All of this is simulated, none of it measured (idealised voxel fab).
Title: Process Module voxel trench capacitor
The figure presents cross-section cut, which has a width of 185 nm and is divided into square cells with an edge length of 5 nm.
How to read a cross-section here: the picture is a grid of square cells, written as bands going from the top down, and any band can span one or more rows of cells.
First you get the band's top height and its bottom height, in nm, and then the materials it's made of, left to right, with each width in nm. If you see a single material with "edge to edge", that one covers the band edge to edge. "blank" is empty space.
Beneath 0, the wafer as received is one material, and that level is where height counting begins. The lowest band goes on downward without a bottom; it is written like "from 0 down".
Quick explanation for "30 to 40": the width changes in equal steps down the rows of cells, from the first number in the band's top row to the second number in its bottom row.
You'll sometimes find "remains unaltered" written for a step, and that's the way of saying that nowhere in the cross-section did a cell change during that step.
The entry "Closed void entries" lists the empty spaces that cover at least 8 cells and have no open path to the top. Each is written as width x height at distance, where the distance is measured from the left edge and all three values are in nm.
Text after the settings on a step's line: the simulator's own remark on that step.
The line of a step may include "overlay nm". On a step with a mask, this value is how far to the right of its planned place the mask lay. A negative value means the mask lay to the left.
**The process steps that were planned are listed below**
1: RECEIVE [material Si]
2: CONFORMAL_DEP [material SiN] [thk nm 10]
3: DIRECTIONAL_DEP [material aC] [thk nm 15]
4: PATTERN [tone open] [mask id TRENCH] [material resist] [width nm 25] [pitch nm 50] [thk nm 30] [overlay nm 0]
5: DIRECTIONAL_ETCH [etch materials aC] [depth nm 15]
6: STRIP [etch materials resist]
7: DIRECTIONAL_ETCH [etch materials SiN] [depth nm 10]
8: DIRECTIONAL_ETCH [etch materials Si] [depth nm 35]
9: STRIP [etch materials aC]
10: CONFORMAL_DEP [material Al2O3] [thk nm 5]
11: CONFORMAL_DEP [material TiN] [thk nm 5]
12: FILL_DEP [material W] [thk nm 10]
13: CMP [height nm 10]
**Below: the first of two wafers, run as planned**
**Incoming wafer in cross-section (state: after step 1)**
    from 0 down = Si edge to edge
    Closed void entries: none
**The wafer in cross-section once step 2 is complete**
    from 10 to 0 = SiN edge to edge
    Below 0, no change.
**The wafer in cross-section once step 3 is complete**
    from 25 to 10 = aC edge to edge
    Below 10, no change.
**The wafer in cross-section once step 4 is complete**
    from 55 to 25 = resist: 55  blank: 25  resist: 25  blank: 25  resist: 55
    Below 25, no change.
**The wafer in cross-section once step 5 is complete**
    from 40 to 25 = resist: 55  blank: 25  resist: 25  blank: 25  resist: 55
    from 25 to 10 = aC: 55  blank: 25  aC: 25  blank: 25  aC: 55
    Below 10, no change.
**The wafer in cross-section once step 6 is complete**
    from 25 to 10 = aC: 55  blank: 25  aC: 25  blank: 25  aC: 55
    Below 10, no change.
**The wafer in cross-section once step 7 is complete**
    from 25 to 10 = aC: 55  blank: 25  aC: 25  blank: 25  aC: 55
    from 10 to 0 = SiN: 55  blank: 25  SiN: 25  blank: 25  SiN: 55
    Below 0, no change.
**The wafer in cross-section once step 8 is complete**
    from 25 to 10 = aC: 55  blank: 25  aC: 25  blank: 25  aC: 55
    from 10 to 0 = SiN: 55  blank: 25  SiN: 25  blank: 25  SiN: 55
    from 0 to -35 = Si: 55  blank: 25  Si: 25  blank: 25  Si: 55
    Below -35, no change.
**The wafer in cross-section once step 9 is complete**
    from 10 to 0 = SiN: 55  blank: 25  SiN: 25  blank: 25  SiN: 55
    Below 0, no change.
**The wafer in cross-section once step 10 is complete**
    from 15 to 10 = Al2O3: 60  blank: 15  Al2O3: 35  blank: 15  Al2O3: 60
    from 10 to 0 = SiN: 55  Al2O3: 5  blank: 15  Al2O3: 5  SiN: 25  Al2O3: 5  blank: 15  Al2O3: 5  SiN: 55
    from 0 to -30 = Si: 55  Al2O3: 5  blank: 15  Al2O3: 5  Si: 25  Al2O3: 5  blank: 15  Al2O3: 5  Si: 55
    from -30 to -35 = Si: 55  Al2O3: 25  Si: 25  Al2O3: 25  Si: 55
    Below -35, no change.
**The wafer in cross-section once step 11 is complete**
    from 20 to 15 = TiN: 65  blank: 5  TiN: 45  blank: 5  TiN: 65
    from 15 to 10 = Al2O3: 60  TiN: 5  blank: 5  TiN: 5  Al2O3: 35  TiN: 5  blank: 5  TiN: 5  Al2O3: 60
    from 10 to 0 = SiN: 55  Al2O3: 5  TiN: 5  blank: 5  TiN: 5  Al2O3: 5  SiN: 25  Al2O3: 5  TiN: 5  blank: 5  TiN: 5  Al2O3: 5  SiN: 55
    from 0 to -25 = Si: 55  Al2O3: 5  TiN: 5  blank: 5  TiN: 5  Al2O3: 5  Si: 25  Al2O3: 5  TiN: 5  blank: 5  TiN: 5  Al2O3: 5  Si: 55
    from -25 to -30 = Si: 55  Al2O3: 5  TiN: 15  Al2O3: 5  Si: 25  Al2O3: 5  TiN: 15  Al2O3: 5  Si: 55
    Below -30, no change.
**The wafer in cross-section once step 12 is complete**
    from 30 to 20 = W edge to edge
    from 20 to 15 = TiN: 65  W: 5  TiN: 45  W: 5  TiN: 65
    from 15 to 10 = Al2O3: 60  TiN: 5  W: 5  TiN: 5  Al2O3: 35  TiN: 5  W: 5  TiN: 5  Al2O3: 60
    from 10 to 0 = SiN: 55  Al2O3: 5  TiN: 5  W: 5  TiN: 5  Al2O3: 5  SiN: 25  Al2O3: 5  TiN: 5  W: 5  TiN: 5  Al2O3: 5  SiN: 55
    from 0 to -25 = Si: 55  Al2O3: 5  TiN: 5  W: 5  TiN: 5  Al2O3: 5  Si: 25  Al2O3: 5  TiN: 5  W: 5  TiN: 5  Al2O3: 5  Si: 55
    Below -25, no change.
**The wafer in cross-section once step 13 is complete**
    from 10 to 0 = SiN: 55  Al2O3: 5  TiN: 5  W: 5  TiN: 5  Al2O3: 5  SiN: 25  Al2O3: 5  TiN: 5  W: 5  TiN: 5  Al2O3: 5  SiN: 55
    Below 0, no change.
**Second of two: same start, same plan, one run error; steps up to and including 1 match the first**
**Second wafer cross-section, taken as of the time the plan sets for step 2 to be done**
    from 5 to 0 = SiN edge to edge
    Below 0, no change.
**Second wafer cross-section, taken as of the time the plan sets for step 3 to be done**
    from 20 to 5 = aC edge to edge
    Below 5, no change.
**Second wafer cross-section, taken as of the time the plan sets for step 4 to be done**
    from 50 to 20 = resist: 55  blank: 25  resist: 25  blank: 25  resist: 55
    Below 20, no change.
**Second wafer cross-section, taken as of the time the plan sets for step 5 to be done**
    from 35 to 20 = resist: 55  blank: 25  resist: 25  blank: 25  resist: 55
    from 20 to 5 = aC: 55  blank: 25  aC: 25  blank: 25  aC: 55
    Below 5, no change.
**Second wafer cross-section, taken as of the time the plan sets for step 6 to be done**
    from 20 to 5 = aC: 55  blank: 25  aC: 25  blank: 25  aC: 55
    Below 5, no change.
**Second wafer cross-section, taken as of the time the plan sets for step 7 to be done**
    from 20 to 5 = aC: 55  blank: 25  aC: 25  blank: 25  aC: 55
    from 5 to 0 = SiN: 55  blank: 25  SiN: 25  blank: 25  SiN: 55
    Below 0, no change.
**Second wafer cross-section, taken as of the time the plan sets for step 8 to be done**
    from 20 to 5 = aC: 55  blank: 25  aC: 25  blank: 25  aC: 55
    from 5 to 0 = SiN: 55  blank: 25  SiN: 25  blank: 25  SiN: 55
    from 0 to -35 = Si: 55  blank: 25  Si: 25  blank: 25  Si: 55
    Below -35, no change.
**Second wafer cross-section, taken as of the time the plan sets for step 9 to be done**
    from 5 to 0 = SiN: 55  blank: 25  SiN: 25  blank: 25  SiN: 55
    Below 0, no change.
**Second wafer cross-section, taken as of the time the plan sets for step 10 to be done**
    from 10 to 5 = Al2O3: 60  blank: 15  Al2O3: 35  blank: 15  Al2O3: 60
    from 5 to 0 = SiN: 55  Al2O3: 5  blank: 15  Al2O3: 5  SiN: 25  Al2O3: 5  blank: 15  Al2O3: 5  SiN: 55
    from 0 to -30 = Si: 55  Al2O3: 5  blank: 15  Al2O3: 5  Si: 25  Al2O3: 5  blank: 15  Al2O3: 5  Si: 55
    from -30 to -35 = Si: 55  Al2O3: 25  Si: 25  Al2O3: 25  Si: 55
    Below -35, no change.
**Second wafer cross-section, taken as of the time the plan sets for step 11 to be done**
    from 15 to 10 = TiN: 65  blank: 5  TiN: 45  blank: 5  TiN: 65
    from 10 to 5 = Al2O3: 60  TiN: 5  blank: 5  TiN: 5  Al2O3: 35  TiN: 5  blank: 5  TiN: 5  Al2O3: 60
    from 5 to 0 = SiN: 55  Al2O3: 5  TiN: 5  blank: 5  TiN: 5  Al2O3: 5  SiN: 25  Al2O3: 5  TiN: 5  blank: 5  TiN: 5  Al2O3: 5  SiN: 55
    from 0 to -25 = Si: 55  Al2O3: 5  TiN: 5  blank: 5  TiN: 5  Al2O3: 5  Si: 25  Al2O3: 5  TiN: 5  blank: 5  TiN: 5  Al2O3: 5  Si: 55
    from -25 to -30 = Si: 55  Al2O3: 5  TiN: 15  Al2O3: 5  Si: 25  Al2O3: 5  TiN: 15  Al2O3: 5  Si: 55
    Below -30, no change.
**Second wafer cross-section, taken as of the time the plan sets for step 12 to be done**
    from 25 to 15 = W edge to edge
    from 15 to 10 = TiN: 65  W: 5  TiN: 45  W: 5  TiN: 65
    from 10 to 5 = Al2O3: 60  TiN: 5  W: 5  TiN: 5  Al2O3: 35  TiN: 5  W: 5  TiN: 5  Al2O3: 60
    from 5 to 0 = SiN: 55  Al2O3: 5  TiN: 5  W: 5  TiN: 5  Al2O3: 5  SiN: 25  Al2O3: 5  TiN: 5  W: 5  TiN: 5  Al2O3: 5  SiN: 55
    from 0 to -25 = Si: 55  Al2O3: 5  TiN: 5  W: 5  TiN: 5  Al2O3: 5  Si: 25  Al2O3: 5  TiN: 5  W: 5  TiN: 5  Al2O3: 5  Si: 55
    Below -25, no change.
**Second wafer cross-section, taken as of the time the plan sets for step 13 to be done**
    from 10 to 5 = Al2O3: 60  TiN: 5  W: 5  TiN: 5  Al2O3: 35  TiN: 5  W: 5  TiN: 5  Al2O3: 60
    Below 5, no change.
What was done differently from what was planned? step 2 was run on a setting that differed from the plan, and what really ran there is CONFORMAL_DEP [material SiN] [thk nm 5]
Looking at both finished wafers in cells, the second ends up ahead of or behind the first on some materials: 27 more of Al2O3 | 27 fewer of SiN
